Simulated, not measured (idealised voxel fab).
process module | voxel trench capacitor
cross-section cut | 260 nm wide | cells 5 nm
A cross-section is a grid of square cells, given in bands from the top down. A band is one or more rows of cells.
Each band's line starts with the height of the band's top and of its bottom, in nm. Then come its materials from left to right, each with its width in nm. One material with "throughout" fills the band from edge to edge. "air" is empty space.
Height 0 is the level under which the wafer as received is all one material. The lowest band goes on downwards, as in "0 down".
A width such as "30 to 40" changes by the same amount from each row of cells to the next, from the band's top row to its bottom row.
"no change" after a step means that no cell of the cross-section changed.
closed voids: empty space of 8 cells or more with no open way to the top, each as width x height at its distance from the left edge, in nm
after a step's settings: what the simulator itself notes on the step
overlay nm, on a step with a mask: how far to the right of its planned place the mask lay; to the left if negative
plan
1 op RECEIVE | material Si
2 op CONFORMAL_DEP | material SiN | thk nm 5
3 op MASKED_ETCH | tone open | mask id TRENCH | width nm 25 | pitch nm 50 | etch materials SiN | depth nm 5 | overlay nm 0
4 op MASKED_ETCH | tone open | mask id TRENCH | width nm 25 | pitch nm 50 | etch materials Si | depth nm 30 | overlay nm 0
5 op CONFORMAL_DEP | material SiO2 | thk nm 5
6 op FILL_DEP | material polySi | thk nm 10
7 op CMP | height nm -5
varied across the wafers: height nm of step 7. The plan shows the first wafer's value. All wafers start alike
first wafer as received, after step 1
  0 down: Si throughout
  closed voids: none
each wafer at the end: cells of each material gained (+) or lost (-) since it was received, then its closed voids
height nm -5 | -102 Si | +26 SiO2 | +24 polySi | closed voids: none
height nm 0 | -60 Si | +30 SiO2 | +30 polySi | closed voids: none
height nm 5 | -60 Si | +42 SiN | +34 SiO2 | +36 polySi | closed voids: none
height nm 10 | -60 Si | +42 SiN | +80 SiO2 | +42 polySi | closed voids: none
height nm 15 | -60 Si | +42 SiN | +80 SiO2 | +94 polySi | closed voids: none
height nm 20 | -60 Si | +42 SiN | +80 SiO2 | +146 polySi | closed voids: none
